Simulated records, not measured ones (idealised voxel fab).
The name of this process module is voxel wiring stack.
The cross-section on display is named cut; it measures 265 nm wide, and its cells are 5 nm squares.
We lay out every cross-section as a grid of square cells and spell it out in bands from the top down, where one band means one or more rows of cells.
Heads up on the band format: heights come first, top then bottom, in nm. After that it's the materials left to right, each with its width in nm. A single material flagged "edge to edge" fills the whole band edge to edge, and "empty" means there's empty space there.
Convention: height 0 is the level below which the wafer, as received, is all one material. The lowest band does not terminate at the bottom but continues downward, represented as "0 down".
Width spec "30 to 40" -> top row of cells at first value, bottom row at second value, equal per-row change in between.
Step note "remained unchanged" = no cross-section cell changed.
So "Catalogued sealed voids" is basically the list of trapped voids: any empty space of 8 cells or more that can't reach the top through an opening. They're written width x height at distance, the distance being from the left edge, and it's all nm.
It should be noted that, on the line of a given step, the content following the step's settings is a remark produced by the simulator itself with respect to that step.
You can add "overlay nm" to a step's line. For a step with a mask, it describes how far the mask lay to the right of its planned position, and a negative number describes a lay to the left.
In what follows, pairs of cross-sections are presented, each taken before and after one process step, with the after cross-section shown only down to the lowest band that was altered; the step, together with its settings, is stated below the pair. The pairs may stem from different runs of this module on the same starting wafer; accordingly, a pair should be taken as continuing from the one above it solely where its entry headed "Pre-step cross-section" indicates as much.
Pre-step cross-section
    110 to 95  55 aC, 15 empty, 75 aC, 15 empty, 105 aC
    95 to 80  SiO2 edge to edge
    80 to 75  SiCN edge to edge
    75 to 65  55 lowk, 5 TiN, 10 Cu, 5 TiN, 25 lowk, 5 TiN, 10 Cu, 5 TiN, 25 lowk, 5 TiN, 10 Cu, 5 TiN, 25 lowk, 5 TiN, 10 Cu, 5 TiN, 55 lowk
    65 to 60  55 lowk, 20 TiN, 25 lowk, 20 TiN, 25 lowk, 20 TiN, 25 lowk, 20 TiN, 55 lowk
    60 to 45  60 lowk, 10 TiN, 35 lowk, 10 TiN, 35 lowk, 10 TiN, 35 lowk, 10 TiN, 60 lowk
    45 to 40  60 SiCN, 10 TiN, 35 SiCN, 10 TiN, 35 SiCN, 10 TiN, 35 SiCN, 10 TiN, 60 SiCN
    40 to 15  55 lowk, 5 TiN, 10 Cu, 5 TiN, 25 lowk, 5 TiN, 10 Cu, 5 TiN, 25 lowk, 5 TiN, 10 Cu, 5 TiN, 25 lowk, 5 TiN, 10 Cu, 5 TiN, 55 lowk
    15 to 10  55 SiCN, 20 TiN, 25 SiCN, 20 TiN, 25 SiCN, 20 TiN, 25 SiCN, 20 TiN, 55 SiCN
    10 to 0  SiO2 edge to edge
    0 down  Si edge to edge
    Catalogued sealed voids: none
Section, Post-Step
    110 to 95  55 aC, 15 empty, 75 aC, 15 empty, 105 aC
    95 to 80  55 SiO2, 15 empty, 75 SiO2, 15 empty, 105 SiO2
    below 80: unchanged
    Catalogued sealed voids: none
Relating the two cross-sections above, the step in between is DIRECTIONAL_ETCH (etch materials SiO2; depth nm 15)
Pre-step cross-section: the state before this step is the cross-section shown after the step in the pair just above.
Section, Post-Step
    110 to 95  55 aC, 15 empty, 75 aC, 15 empty, 105 aC
    95 to 80  55 SiO2, 15 empty, 75 SiO2, 15 empty, 105 SiO2
    80 to 75  55 SiCN, 15 empty, 75 SiCN, 15 empty, 105 SiCN
    below 75: unchanged
    Catalogued sealed voids: none
Relating the two cross-sections above, the step in between is DIRECTIONAL_ETCH (etch materials SiCN; depth nm 5)
Pre-step cross-section: the state before this step is the cross-section shown after the step in the pair just above.
Section, Post-Step
    95 to 80  55 SiO2, 15 empty, 75 SiO2, 15 empty, 105 SiO2
    below 80: unchanged
    Catalogued sealed voids: none
Relating the two cross-sections above, the step in between is STRIP (etch materials aC)
Pre-step cross-section: the state before this step is the cross-section shown after the step in the pair just above.
Section, Post-Step
    95 to 85  55 SiO2, 15 empty, 75 SiO2, 15 empty, 105 SiO2
    85 to 80  55 SiO2, 15 Ru, 75 SiO2, 15 Ru, 105 SiO2
    80 to 75  55 SiCN, 15 Ru, 75 SiCN, 15 Ru, 105 SiCN
    below 75: unchanged
    Catalogued sealed voids: none
Relating the two cross-sections above, the step in between is EPI (material Ru; thk nm 10)
Pre-step cross-section: the state before this step is the cross-section shown after the step in the pair just above.
Section, Post-Step
    95 to 80  55 SiO2, 15 Ru, 75 SiO2, 15 Ru, 105 SiO2
    below 80: unchanged
    Catalogued sealed voids: none
Relating the two cross-sections above, the step in between is EPI (material Ru; thk nm 10)
Pre-step cross-section: the state before this step is the cross-section shown after the step in the pair just above.
Section, Post-Step
    100 to 95  TiN edge to edge
    below 95: unchanged
    Catalogued sealed voids: none
Relating the two cross-sections above, the step in between is DIRECTIONAL_DEP (material TiN; thk nm 5)
Pre-step cross-section: the state before this step is the cross-section shown after the step in the pair just above.
Section, Post-Step
    125 to 100  Ru edge to edge
    below 100: unchanged
    Catalogued sealed voids: none
Relating the two cross-sections above, the step in between is DIRECTIONAL_DEP (material Ru; thk nm 25)
Pre-step cross-section: the state before this step is the cross-section shown after the step in the pair just above.
Section, Post-Step
    125 to 100  55 empty, 20 Ru, 25 empty, 20 Ru, 25 empty, 20 Ru, 25 empty, 20 Ru, 55 empty
    below 100: unchanged
    Catalogued sealed voids: none
Relating the two cross-sections above, the step in between is MASKED_ETCH (tone cover; mask id METAL_3; width nm 20; pitch nm 45; etch materials Ru; depth nm 25; overlay nm 0)
Pre-step cross-section: the state before this step is the cross-section shown after the step in the pair just above.
Section, Post-Step
    125 to 100  55 empty, 20 Ru, 25 empty, 20 Ru, 25 empty, 20 Ru, 25 empty, 20 Ru, 55 empty
    100 to 95  55 empty, 20 TiN, 25 empty, 20 TiN, 25 empty, 20 TiN, 25 empty, 20 TiN, 55 empty
    below 95: unchanged
    Catalogued sealed voids: none
Relating the two cross-sections above, the step in between is MASKED_ETCH (tone cover; mask id METAL_3; width nm 20; pitch nm 45; etch materials TiN; depth nm 5; overlay nm 0)
Pre-step cross-section: the state before this step is the cross-section shown after the step in the pair just above.
Section, Post-Step
    135 to 125  SiO2 edge to edge
    125 to 100  55 SiO2, 20 Ru, 25 SiO2, 20 Ru, 25 SiO2, 20 Ru, 25 SiO2, 20 Ru, 55 SiO2
    100 to 95  55 SiO2, 20 TiN, 25 SiO2, 20 TiN, 25 SiO2, 20 TiN, 25 SiO2, 20 TiN, 55 SiO2
    below 95: unchanged
    Catalogued sealed voids: none
Relating the two cross-sections above, the step in between is FILL_DEP (material SiO2; thk nm 10)
Pre-step cross-section: the state before this step is the cross-section shown after the step in the pair just above.
Section, Post-Step
    125 to 100  55 SiO2, 20 Ru, 25 SiO2, 20 Ru, 25 SiO2, 20 Ru, 25 SiO2, 20 Ru, 55 SiO2
    below 100: unchanged
    Catalogued sealed voids: none
Relating the two cross-sections above, the step in between is CMP (height nm 125)
Pre-step cross-section: the state before this step is the cross-section shown after the step in the pair just above.
Section, Post-Step
    130 to 125  SiCN edge to edge
    below 125: unchanged
    Catalogued sealed voids: none
Relating the two cross-sections above, the step in between is CONFORMAL_DEP (material SiCN; thk nm 5)
Pre-step cross-section: the state before this step is the cross-section shown after the step in the pair just above.
Section, Post-Step
    155 to 130  lowk edge to edge
    below 130: unchanged
    Catalogued sealed voids: none
Relating the two cross-sections above, the step in between is DIRECTIONAL_DEP (material lowk; thk nm 25)
Pre-step cross-section: the state before this step is the cross-section shown after the step in the pair just above.
Section, Post-Step
    155 to 130  55 lowk, 15 empty, 30 lowk, 15 empty, 30 lowk, 15 empty, 30 lowk, 15 empty, 60 lowk
    below 130: unchanged
    Catalogued sealed voids: none
Relating the two cross-sections above, the step in between is MASKED_ETCH (tone open; mask id METAL_4_HOLES; width nm 15; pitch nm 45; etch materials lowk; depth nm 25; overlay nm 0)
Pre-step cross-section: the state before this step is the cross-section shown after the step in the pair just above.
Section, Post-Step
    170 to 155  55 resist, 20 empty, 25 resist, 20 empty, 25 resist, 20 empty, 25 resist, 20 empty, 55 resist
    below 155: unchanged
    Catalogued sealed voids: none
Relating the two cross-sections above, the step in between is PATTERN (tone open; mask id METAL_4; material resist; width nm 20; pitch nm 45; thk nm 15; overlay nm 0)
Pre-step cross-section: the state before this step is the cross-section shown after the step in the pair just above.
Section, Post-Step
    170 to 155  55 resist, 20 empty, 25 resist, 20 empty, 25 resist, 20 empty, 25 resist, 20 empty, 55 resist
    155 to 140  55 lowk, 20 empty, 25 lowk, 20 empty, 25 lowk, 20 empty, 25 lowk, 20 empty, 55 lowk
    below 140: unchanged
    Catalogued sealed voids: none
Relating the two cross-sections above, the step in between is DIRECTIONAL_ETCH (etch materials lowk; depth nm 15)
Pre-step cross-section: the state before this step is the cross-section shown after the step in the pair just above.
Section, Post-Step
    170 to 155  55 resist, 20 empty, 25 resist, 20 empty, 25 resist, 20 empty, 25 resist, 20 empty, 55 resist
    155 to 140  55 lowk, 20 empty, 25 lowk, 20 empty, 25 lowk, 20 empty, 25 lowk, 20 empty, 55 lowk
    140 to 130  55 lowk, 15 empty, 30 lowk, 15 empty, 30 lowk, 15 empty, 30 lowk, 15 empty, 60 lowk
    130 to 125  55 SiCN, 15 empty, 30 SiCN, 15 empty, 30 SiCN, 15 empty, 30 SiCN, 15 empty, 60 SiCN
    below 125: unchanged
    Catalogued sealed voids: none
Relating the two cross-sections above, the step in between is DIRECTIONAL_ETCH (etch materials SiCN; depth nm 5)
Pre-step cross-section: the state before this step is the cross-section shown after the step in the pair just above.
Section, Post-Step
    155 to 140  55 lowk, 20 empty, 25 lowk, 20 empty, 25 lowk, 20 empty, 25 lowk, 20 empty, 55 lowk
    below 140: unchanged
    Catalogued sealed voids: none
Relating the two cross-sections above, the step in between is STRIP (etch materials resist)
Pre-step cross-section: the state before this step is the cross-section shown after the step in the pair just above.
Section, Post-Step
    160 to 155  60 TiN, 10 empty, 35 TiN, 10 empty, 35 TiN, 10 empty, 35 TiN, 10 empty, 60 TiN
    155 to 145  55 lowk, 5 TiN, 10 empty, 5 TiN, 25 lowk, 5 TiN, 10 empty, 5 TiN, 25 lowk, 5 TiN, 10 empty, 5 TiN, 25 lowk, 5 TiN, 10 empty, 5 TiN, 55 lowk
    145 to 140  55 lowk, 5 TiN, 5 empty, 10 TiN, 25 lowk, 5 TiN, 5 empty, 10 TiN, 25 lowk, 5 TiN, 5 empty, 10 TiN, 25 lowk, 5 TiN, 5 empty, 10 TiN, 55 lowk
    140 to 130  55 lowk, 5 TiN, 5 empty, 5 TiN, 30 lowk, 5 TiN, 5 empty, 5 TiN, 30 lowk, 5 TiN, 5 empty, 5 TiN, 30 lowk, 5 TiN, 5 empty, 5 TiN, 60 lowk
    130 to 125  55 SiCN, 15 TiN, 30 SiCN, 15 TiN, 30 SiCN, 15 TiN, 30 SiCN, 15 TiN, 60 SiCN
    below 125: unchanged
    Catalogued sealed voids: none
Relating the two cross-sections above, the step in between is CONFORMAL_DEP (material TiN; thk nm 5)
Pre-step cross-section: the state before this step is the cross-section shown after the step in the pair just above.
Section, Post-Step
    170 to 160  Cu edge to edge
    160 to 155  60 TiN, 10 Cu, 35 TiN, 10 Cu, 35 TiN, 10 Cu, 35 TiN, 10 Cu, 60 TiN
    155 to 145  55 lowk, 5 TiN, 10 Cu, 5 TiN, 25 lowk, 5 TiN, 10 Cu, 5 TiN, 25 lowk, 5 TiN, 10 Cu, 5 TiN, 25 lowk, 5 TiN, 10 Cu, 5 TiN, 55 lowk
    145 to 140  55 lowk, 5 TiN, 5 Cu, 10 TiN, 25 lowk, 5 TiN, 5 Cu, 10 TiN, 25 lowk, 5 TiN, 5 Cu, 10 TiN, 25 lowk, 5 TiN, 5 Cu, 10 TiN, 55 lowk
    140 to 130  55 lowk, 5 TiN, 5 Cu, 5 TiN, 30 lowk, 5 TiN, 5 Cu, 5 TiN, 30 lowk, 5 TiN, 5 Cu, 5 TiN, 30 lowk, 5 TiN, 5 Cu, 5 TiN, 60 lowk
    below 130: unchanged
    Catalogued sealed voids: none
Relating the two cross-sections above, the step in between is FILL_DEP (material Cu; thk nm 10)
Pre-step cross-section: the state before this step is the cross-section shown after the step in the pair just above.
Section, Post-Step
    155 to 145  55 lowk, 5 TiN, 10 Cu, 5 TiN, 25 lowk, 5 TiN, 10 Cu, 5 TiN, 25 lowk, 5 TiN, 10 Cu, 5 TiN, 25 lowk, 5 TiN, 10 Cu, 5 TiN, 55 lowk
    below 145: unchanged
    Catalogued sealed voids: none
Relating the two cross-sections above, the step in between is CMP (height nm 155)
Pre-step cross-section: the state before this step is the cross-section shown after the step in the pair just above.
Section, Post-Step
    160 to 155  SiN edge to edge
    below 155: unchanged
    Catalogued sealed voids: none
Relating the two cross-sections above, the step in between is CONFORMAL_DEP (material SiN; thk nm 5)
Pre-step cross-section
    85 to 75  55 aC, 20 empty, 25 aC, 20 empty, 25 aC, 20 empty, 25 aC, 20 empty, 55 aC
    75 to 70  55 lowk, 20 empty, 25 lowk, 20 empty, 25 lowk, 20 empty, 25 lowk, 20 empty, 55 lowk
    70 to 60  55 lowk, 20 aC, 25 lowk, 20 aC, 25 lowk, 20 aC, 25 lowk, 20 aC, 55 lowk
    60 to 45  lowk edge to edge
    45 to 40  SiCN edge to edge
    40 to 15  55 lowk, 5 TiN, 10 Cu, 5 TiN, 25 lowk, 5 TiN, 10 Cu, 5 TiN, 25 lowk, 5 TiN, 10 Cu, 5 TiN, 25 lowk, 5 TiN, 10 Cu, 5 TiN, 55 lowk
    15 to 10  55 SiCN, 20 TiN, 25 SiCN, 20 TiN, 25 SiCN, 20 TiN, 25 SiCN, 20 TiN, 55 SiCN
    10 to 0  SiO2 edge to edge
    0 down  Si edge to edge
    Catalogued sealed voids: none
Section, Post-Step
    115 to 85  45 resist, 15 empty, 30 resist, 15 empty, 30 resist, 15 empty, 30 resist, 15 empty, 70 resist
    85 to 75  55 aC, 5 empty, 15 resist, 25 aC, 5 empty, 15 resist, 25 aC, 5 empty, 15 resist, 25 aC, 5 empty, 15 resist, 55 aC
    75 to 70  55 lowk, 5 empty, 15 resist, 25 lowk, 5 empty, 15 resist, 25 lowk, 5 empty, 15 resist, 25 lowk, 5 empty, 15 resist, 55 lowk
    below 70: unchanged
    Catalogued sealed voids: none
Relating the two cross-sections above, the step in between is PATTERN (tone open; mask id METAL_2_HOLES; material resist; width nm 15; pitch nm 45; thk nm 30; overlay nm -10)
Pre-step cross-section: the state before this step is the cross-section shown after the step in the pair just above.
Section, Post-Step
    105 to 85  45 resist, 15 empty, 30 resist, 15 empty, 30 resist, 15 empty, 30 resist, 15 empty, 70 resist
    85 to 75  45 aC, 15 empty, 15 resist, 15 aC, 15 empty, 15 resist, 15 aC, 15 empty, 15 resist, 15 aC, 15 empty, 15 resist, 55 aC
    75 to 70  55 lowk, 5 empty, 15 resist, 25 lowk, 5 empty, 15 resist, 25 lowk, 5 empty, 15 resist, 25 lowk, 5 empty, 15 resist, 55 lowk
    70 to 60  55 lowk, 5 empty, 15 aC, 25 lowk, 5 empty, 15 aC, 25 lowk, 5 empty, 15 aC, 25 lowk, 5 empty, 15 aC, 55 lowk
    below 60: unchanged
    Catalogued sealed voids: none
Relating the two cross-sections above, the step in between is DIRECTIONAL_ETCH (etch materials aC; depth nm 10)
Pre-step cross-section: the state before this step is the cross-section shown after the step in the pair just above.
Section, Post-Step
    85 to 75  45 aC, 30 empty, 15 aC, 30 empty, 15 aC, 30 empty, 15 aC, 30 empty, 55 aC
    75 to 70  55 lowk, 20 empty, 25 lowk, 20 empty, 25 lowk, 20 empty, 25 lowk, 20 empty, 55 lowk
    below 70: unchanged
    Catalogued sealed voids: none
Relating the two cross-sections above, the step in between is STRIP (etch materials resist)
Pre-step cross-section: the state before this step is the cross-section shown after the step in the pair just above.
Section, Post-Step
    85 to 75  45 aC, 30 empty, 15 aC, 30 empty, 15 aC, 30 empty, 15 aC, 30 empty, 55 aC
    75 to 70  45 lowk, 30 empty, 15 lowk, 30 empty, 15 lowk, 30 empty, 15 lowk, 30 empty, 55 lowk
    70 to 60  45 lowk, 15 empty, 15 aC, 15 lowk, 15 empty, 15 aC, 15 lowk, 15 empty, 15 aC, 15 lowk, 15 empty, 15 aC, 55 lowk
    60 to 45  55 lowk, 5 empty, 40 lowk, 5 empty, 40 lowk, 5 empty, 40 lowk, 5 empty, 70 lowk
    below 45: unchanged
    Catalogued sealed voids: none
Relating the two cross-sections above, the step in between is DIRECTIONAL_ETCH (etch materials lowk; depth nm 15)
Pre-step cross-section: the state before this step is the cross-section shown after the step in the pair just above.
Section, Post-Step
    85 to 75  45 aC, 30 empty, 15 aC, 30 empty, 15 aC, 30 empty, 15 aC, 30 empty, 55 aC
    75 to 70  45 lowk, 30 empty, 15 lowk, 30 empty, 15 lowk, 30 empty, 15 lowk, 30 empty, 55 lowk
    70 to 60  45 lowk, 15 empty, 15 aC, 15 lowk, 15 empty, 15 aC, 15 lowk, 15 empty, 15 aC, 15 lowk, 15 empty, 15 aC, 55 lowk
    60 to 45  55 lowk, 5 empty, 40 lowk, 5 empty, 40 lowk, 5 empty, 40 lowk, 5 empty, 70 lowk
    45 to 40  55 SiCN, 5 empty, 40 SiCN, 5 empty, 40 SiCN, 5 empty, 40 SiCN, 5 empty, 70 SiCN
    below 40: unchanged
    Catalogued sealed voids: none
Relating the two cross-sections above, the step in between is DIRECTIONAL_ETCH (etch materials SiCN; depth nm 5)
Pre-step cross-section: the state before this step is the cross-section shown after the step in the pair just above.
Section, Post-Step
    75 to 60  45 lowk, 30 empty, 15 lowk, 30 empty, 15 lowk, 30 empty, 15 lowk, 30 empty, 55 lowk
    below 60: unchanged
    Catalogued sealed voids: none
Relating the two cross-sections above, the step in between is STRIP (etch materials aC)
Pre-step cross-section: the state before this step is the cross-section shown after the step in the pair just above.
Section, Post-Step
    80 to 75  50 TiN, 20 empty, 25 TiN, 20 empty, 25 TiN, 20 empty, 25 TiN, 20 empty, 60 TiN
    75 to 65  45 lowk, 5 TiN, 20 empty, 5 TiN, 15 lowk, 5 TiN, 20 empty, 5 TiN, 15 lowk, 5 TiN, 20 empty, 5 TiN, 15 lowk, 5 TiN, 20 empty, 5 TiN, 55 lowk
    65 to 60  45 lowk, 30 TiN, 15 lowk, 30 TiN, 15 lowk, 30 TiN, 15 lowk, 30 TiN, 55 lowk
    60 to 45  55 lowk, 5 TiN, 40 lowk, 5 TiN, 40 lowk, 5 TiN, 40 lowk, 5 TiN, 70 lowk
    45 to 40  55 SiCN, 5 TiN, 40 SiCN, 5 TiN, 40 SiCN, 5 TiN, 40 SiCN, 5 TiN, 70 SiCN
    below 40: unchanged
    Catalogued sealed voids: none
Relating the two cross-sections above, the step in between is CONFORMAL_DEP (material TiN; thk nm 5)
Pre-step cross-section: the state before this step is the cross-section shown after the step in the pair just above.
Section, Post-Step
    90 to 80  Cu edge to edge
    80 to 75  50 TiN, 20 Cu, 25 TiN, 20 Cu, 25 TiN, 20 Cu, 25 TiN, 20 Cu, 60 TiN
    75 to 65  45 lowk, 5 TiN, 20 Cu, 5 TiN, 15 lowk, 5 TiN, 20 Cu, 5 TiN, 15 lowk, 5 TiN, 20 Cu, 5 TiN, 15 lowk, 5 TiN, 20 Cu, 5 TiN, 55 lowk
    below 65: unchanged
    Catalogued sealed voids: none
Relating the two cross-sections above, the step in between is FILL_DEP (material Cu; thk nm 10)
Pre-step cross-section: the state before this step is the cross-section shown after the step in the pair just above.
Section, Post-Step
    75 to 65  45 lowk, 5 TiN, 20 Cu, 5 TiN, 15 lowk, 5 TiN, 20 Cu, 5 TiN, 15 lowk, 5 TiN, 20 Cu, 5 TiN, 15 lowk, 5 TiN, 20 Cu, 5 TiN, 55 lowk
    below 65: unchanged
    Catalogued sealed voids: none
Relating the two cross-sections above, the step in between is CMP (height nm 75)
Pre-step cross-section: the state before this step is the cross-section shown after the step in the pair just above.
Section, Post-Step
    80 to 75  SiCN edge to edge
    below 75: unchanged
    Catalogued sealed voids: none
Relating the two cross-sections above, the step in between is CONFORMAL_DEP (material SiCN; thk nm 5)
Pre-step cross-section: the state before this step is the cross-section shown after the step in the pair just above.
Section, Post-Step
    95 to 80  SiO2 edge to edge
    below 80: unchanged
    Catalogued sealed voids: none
Relating the two cross-sections above, the step in between is DIRECTIONAL_DEP (material SiO2; thk nm 15)
Pre-step cross-section: the state before this step is the cross-section shown after the step in the pair just above.
Section, Post-Step
    110 to 95  aC edge to edge
    below 95: unchanged
    Catalogued sealed voids: none
Relating the two cross-sections above, the step in between is DIRECTIONAL_DEP (material aC; thk nm 15)
Pre-step cross-section: the state before this step is the cross-section shown after the step in the pair just above.
Section, Post-Step
    145 to 110  55 resist, 15 empty, 75 resist, 15 empty, 105 resist
    below 110: unchanged
    Catalogued sealed voids: none
Relating the two cross-sections above, the step in between is PATTERN (tone open; mask id PLUG_2; material resist; width nm 15; pitch nm 90; thk nm 35; overlay nm 0)
Pre-step cross-section: the state before this step is the cross-section shown after the step in the pair just above.
Section, Post-Step
    130 to 110  55 resist, 15 empty, 75 resist, 15 empty, 105 resist
    110 to 95  55 aC, 15 empty, 75 aC, 15 empty, 105 aC
    below 95: unchanged
    Catalogued sealed voids: none
Relating the two cross-sections above, the step in between is DIRECTIONAL_ETCH (etch materials aC; depth nm 15)
Pre-step cross-section: the state before this step is the cross-section shown after the step in the pair just above.
Section, Post-Step
    110 to 95  55 aC, 15 empty, 75 aC, 15 empty, 105 aC
    below 95: unchanged
    Catalogued sealed voids: none
Relating the two cross-sections above, the step in between is STRIP (etch materials resist)
Pre-step cross-section: the state before this step is the cross-section shown after the step in the pair just above.
Section, Post-Step
    110 to 95  55 aC, 15 empty, 75 aC, 15 empty, 105 aC
    95 to 80  55 SiO2, 15 empty, 75 SiO2, 15 empty, 105 SiO2
    below 80: unchanged
    Catalogued sealed voids: none
Relating the two cross-sections above, the step in between is DIRECTIONAL_ETCH (etch materials SiO2; depth nm 15)
Pre-step cross-section: the state before this step is the cross-section shown after the step in the pair just above.
Section, Post-Step
    110 to 95  55 aC, 15 empty, 75 aC, 15 empty, 105 aC
    95 to 80  55 SiO2, 15 empty, 75 SiO2, 15 empty, 105 SiO2
    80 to 75  55 SiCN, 15 empty, 75 SiCN, 15 empty, 105 SiCN
    below 75: unchanged
    Catalogued sealed voids: none
Relating the two cross-sections above, the step in between is DIRECTIONAL_ETCH (etch materials SiCN; depth nm 5)
Pre-step cross-section: the state before this step is the cross-section shown after the step in the pair just above.
Section, Post-Step
    95 to 80  55 SiO2, 15 empty, 75 SiO2, 15 empty, 105 SiO2
    below 80: unchanged
    Catalogued sealed voids: none
Relating the two cross-sections above, the step in between is STRIP (etch materials aC)
Pre-step cross-section: the state before this step is the cross-section shown after the step in the pair just above.
Section, Post-Step
    95 to 85  55 SiO2, 15 empty, 75 SiO2, 15 empty, 105 SiO2
    85 to 80  55 SiO2, 15 Ru, 75 SiO2, 15 Ru, 105 SiO2
    80 to 75  55 SiCN, 15 Ru, 75 SiCN, 15 Ru, 105 SiCN
    below 75: unchanged
    Catalogued sealed voids: none
Relating the two cross-sections above, the step in between is EPI (material Ru; thk nm 10)
Pre-step cross-section: the state before this step is the cross-section shown after the step in the pair just above.
Section, Post-Step
    95 to 80  55 SiO2, 15 Ru, 75 SiO2, 15 Ru, 105 SiO2
    below 80: unchanged
    Catalogued sealed voids: none
Relating the two cross-sections above, the step in between is EPI (material Ru; thk nm 10)
Pre-step cross-section: the state before this step is the cross-section shown after the step in the pair just above.
Section, Post-Step
    100 to 95  TiN edge to edge
    below 95: unchanged
    Catalogued sealed voids: none
Relating the two cross-sections above, the step in between is DIRECTIONAL_DEP (material TiN; thk nm 5)
Pre-step cross-section: the state before this step is the cross-section shown after the step in the pair just above.
Section, Post-Step
    125 to 100  Ru edge to edge
    below 100: unchanged
    Catalogued sealed voids: none
Relating the two cross-sections above, the step in between is DIRECTIONAL_DEP (material Ru; thk nm 25)
Pre-step cross-section: the state before this step is the cross-section shown after the step in the pair just above.
Section, Post-Step
    125 to 100  55 empty, 20 Ru, 25 empty, 20 Ru, 25 empty, 20 Ru, 25 empty, 20 Ru, 55 empty
    below 100: unchanged
    Catalogued sealed voids: none
Relating the two cross-sections above, the step in between is MASKED_ETCH (tone cover; mask id METAL_3; width nm 20; pitch nm 45; etch materials Ru; depth nm 25; overlay nm 0)
Pre-step cross-section: the state before this step is the cross-section shown after the step in the pair just above.
Section, Post-Step
    125 to 100  55 empty, 20 Ru, 25 empty, 20 Ru, 25 empty, 20 Ru, 25 empty, 20 Ru, 55 empty
    100 to 95  55 empty, 20 TiN, 25 empty, 20 TiN, 25 empty, 20 TiN, 25 empty, 20 TiN, 55 empty
    below 95: unchanged
    Catalogued sealed voids: none
Relating the two cross-sections above, the step in between is MASKED_ETCH (tone cover; mask id METAL_3; width nm 20; pitch nm 45; etch materials TiN; depth nm 5; overlay nm 0)
Pre-step cross-section: the state before this step is the cross-section shown after the step in the pair just above.
Section, Post-Step
    135 to 125  SiO2 edge to edge
    125 to 100  55 SiO2, 20 Ru, 25 SiO2, 20 Ru, 25 SiO2, 20 Ru, 25 SiO2, 20 Ru, 55 SiO2
    100 to 95  55 SiO2, 20 TiN, 25 SiO2, 20 TiN, 25 SiO2, 20 TiN, 25 SiO2, 20 TiN, 55 SiO2
    below 95: unchanged
    Catalogued sealed voids: none
Relating the two cross-sections above, the step in between is FILL_DEP (material SiO2; thk nm 10)
Pre-step cross-section: the state before this step is the cross-section shown after the step in the pair just above.
Section, Post-Step
    125 to 100  55 SiO2, 20 Ru, 25 SiO2, 20 Ru, 25 SiO2, 20 Ru, 25 SiO2, 20 Ru, 55 SiO2
    below 100: unchanged
    Catalogued sealed voids: none
Relating the two cross-sections above, the step in between is CMP (height nm 125)
Pre-step cross-section: the state before this step is the cross-section shown after the step in the pair just above.
Section, Post-Step
    130 to 125  SiCN edge to edge
    below 125: unchanged
    Catalogued sealed voids: none
Relating the two cross-sections above, the step in between is CONFORMAL_DEP (material SiCN; thk nm 5)
Pre-step cross-section: the state before this step is the cross-section shown after the step in the pair just above.
Section, Post-Step
    155 to 130  lowk edge to edge
    below 130: unchanged
    Catalogued sealed voids: none
Relating the two cross-sections above, the step in between is DIRECTIONAL_DEP (material lowk; thk nm 25)
Pre-step cross-section: the state before this step is the cross-section shown after the step in the pair just above.
Section, Post-Step
    155 to 130  55 lowk, 15 empty, 30 lowk, 15 empty, 30 lowk, 15 empty, 30 lowk, 15 empty, 60 lowk
    below 130: unchanged
    Catalogued sealed voids: none
Relating the two cross-sections above, the step in between is MASKED_ETCH (tone open; mask id METAL_4_HOLES; width nm 15; pitch nm 45; etch materials lowk; depth nm 25; overlay nm 0)
Pre-step cross-section: the state before this step is the cross-section shown after the step in the pair just above.
Section, Post-Step
    170 to 155  55 resist, 20 empty, 25 resist, 20 empty, 25 resist, 20 empty, 25 resist, 20 empty, 55 resist
    below 155: unchanged
    Catalogued sealed voids: none
Relating the two cross-sections above, the step in between is PATTERN (tone open; mask id METAL_4; material resist; width nm 20; pitch nm 45; thk nm 15; overlay nm 0)
Pre-step cross-section: the state before this step is the cross-section shown after the step in the pair just above.
Section, Post-Step
    170 to 155  55 resist, 20 empty, 25 resist, 20 empty, 25 resist, 20 empty, 25 resist, 20 empty, 55 resist
    155 to 140  55 lowk, 20 empty, 25 lowk, 20 empty, 25 lowk, 20 empty, 25 lowk, 20 empty, 55 lowk
    below 140: unchanged
    Catalogued sealed voids: none
Relating the two cross-sections above, the step in between is DIRECTIONAL_ETCH (etch materials lowk; depth nm 15)
Pre-step cross-section: the state before this step is the cross-section shown after the step in the pair just above.
Section, Post-Step
    170 to 155  55 resist, 20 empty, 25 resist, 20 empty, 25 resist, 20 empty, 25 resist, 20 empty, 55 resist
    155 to 140  55 lowk, 20 empty, 25 lowk, 20 empty, 25 lowk, 20 empty, 25 lowk, 20 empty, 55 lowk
    140 to 130  55 lowk, 15 empty, 30 lowk, 15 empty, 30 lowk, 15 empty, 30 lowk, 15 empty, 60 lowk
    130 to 125  55 SiCN, 15 empty, 30 SiCN, 15 empty, 30 SiCN, 15 empty, 30 SiCN, 15 empty, 60 SiCN
    below 125: unchanged
    Catalogued sealed voids: none
Relating the two cross-sections above, the step in between is DIRECTIONAL_ETCH (etch materials SiCN; depth nm 5)
Pre-step cross-section: the state before this step is the cross-section shown after the step in the pair just above.
Section, Post-Step
    155 to 140  55 lowk, 20 empty, 25 lowk, 20 empty, 25 lowk, 20 empty, 25 lowk, 20 empty, 55 lowk
    below 140: unchanged
    Catalogued sealed voids: none
Relating the two cross-sections above, the step in between is STRIP (etch materials resist)
Pre-step cross-section: the state before this step is the cross-section shown after the step in the pair just above.
Section, Post-Step
    160 to 155  60 TiN, 10 empty, 35 TiN, 10 empty, 35 TiN, 10 empty, 35 TiN, 10 empty, 60 TiN
    155 to 145  55 lowk, 5 TiN, 10 empty, 5 TiN, 25 lowk, 5 TiN, 10 empty, 5 TiN, 25 lowk, 5 TiN, 10 empty, 5 TiN, 25 lowk, 5 TiN, 10 empty, 5 TiN, 55 lowk
    145 to 140  55 lowk, 5 TiN, 5 empty, 10 TiN, 25 lowk, 5 TiN, 5 empty, 10 TiN, 25 lowk, 5 TiN, 5 empty, 10 TiN, 25 lowk, 5 TiN, 5 empty, 10 TiN, 55 lowk
    140 to 130  55 lowk, 5 TiN, 5 empty, 5 TiN, 30 lowk, 5 TiN, 5 empty, 5 TiN, 30 lowk, 5 TiN, 5 empty, 5 TiN, 30 lowk, 5 TiN, 5 empty, 5 TiN, 60 lowk
    130 to 125  55 SiCN, 15 TiN, 30 SiCN, 15 TiN, 30 SiCN, 15 TiN, 30 SiCN, 15 TiN, 60 SiCN
    below 125: unchanged
    Catalogued sealed voids: none
Relating the two cross-sections above, the step in between is CONFORMAL_DEP (material TiN; thk nm 5)
